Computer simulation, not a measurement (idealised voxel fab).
process module | voxel wiring stack
cross-section cut | 200 nm wide | cells 5 nm
A cross-section is a grid of square cells, given in bands from the top down. A band is one or more rows of cells.
Each band's line starts with the height of the band's top and of its bottom, in nm. Then come its materials from left to right, each with its width in nm. One material with "throughout" fills the band from edge to edge. "air" is empty space.
Height 0 is the level under which the wafer as received is all one material. The lowest band goes on downwards, as in "0 down".
A width such as "30 to 40" changes by the same amount from each row of cells to the next, from the band's top row to its bottom row.
"no change" after a step means that no cell of the cross-section changed.
closed voids: empty space of 8 cells or more with no open way to the top, each as width x height at its distance from the left edge, in nm
after a step's settings: what the simulator itself notes on the step
overlay nm, on a step with a mask: how far to the right of its planned place the mask lay; to the left if negative
plan
1 op RECEIVE | material Si
2 op CONFORMAL_DEP | material SiO2 | thk nm 10
3 op DIRECTIONAL_DEP | material TiN | thk nm 5
4 op DIRECTIONAL_DEP | material Ru | thk nm 25
5 op PATTERN | tone cover | mask id METAL_1 | material resist | width nm 30 | pitch nm 45 | thk nm 20 | overlay nm 0
6 op DIRECTIONAL_ETCH | etch materials Ru | depth nm 25
7 op DIRECTIONAL_ETCH | etch materials TiN | depth nm 5
8 op STRIP | etch materials resist
9 op FILL_DEP | material SiO2 | thk nm 10
10 op CMP | height nm 40
11 op CONFORMAL_DEP | material SiCN | thk nm 5
12 op DIRECTIONAL_DEP | material lowk | thk nm 5
13 op PATTERN | tone open | mask id PLUG_1 | material resist | width nm 15 | pitch nm 45 | thk nm 15 | overlay nm 0
14 op DIRECTIONAL_ETCH | etch materials lowk | depth nm 10
15 op DIRECTIONAL_ETCH | etch materials SiCN | depth nm 5
16 op STRIP | etch materials resist
17 op CONFORMAL_DEP | material TiN | thk nm 5
18 op FILL_DEP | material Cu | thk nm 5
19 op CMP | height nm 55
20 op CONFORMAL_DEP | material SiCN | thk nm 5
21 op DIRECTIONAL_DEP | material lowk | thk nm 25
22 op PATTERN | tone open | mask id METAL_2 | material resist | width nm 30 | pitch nm 45 | thk nm 15 | overlay nm 0
23 op DIRECTIONAL_ETCH | etch materials lowk | depth nm 25
24 op DIRECTIONAL_ETCH | etch materials SiCN | depth nm 5
25 op STRIP | etch materials resist
26 op CONFORMAL_DEP | material TiN | thk nm 5
27 op FILL_DEP | material Ru | thk nm 10
28 op CMP | height nm 85
29 op EPI | material Ru | thk nm 5
30 op FILL_DEP | material SiCN | thk nm 5
varied across the wafers: thk nm of step 12. The plan shows the first wafer's value. All wafers start alike
first wafer as received, after step 1
  0 down: Si throughout
  closed voids: none
each wafer at the end: cells of each material gained (+) or lost (-) since it was received, then its closed voids
thk nm 5 | +6 Cu | +174 Ru | +109 SiCN | +212 SiO2 | +118 TiN | +141 lowk | closed voids: none
thk nm 10 | +6 Cu | +174 Ru | +109 SiCN | +212 SiO2 | +87 TiN | +172 lowk | closed voids: none
thk nm 15 | +174 Ru | +118 SiCN | +212 SiO2 | +75 TiN | +181 lowk | closed voids: none
thk nm 20 | +174 Ru | +118 SiCN | +212 SiO2 | +66 TiN | +190 lowk | closed voids: none
thk nm 25 | +174 Ru | +118 SiCN | +212 SiO2 | +66 TiN | +190 lowk | closed voids: none
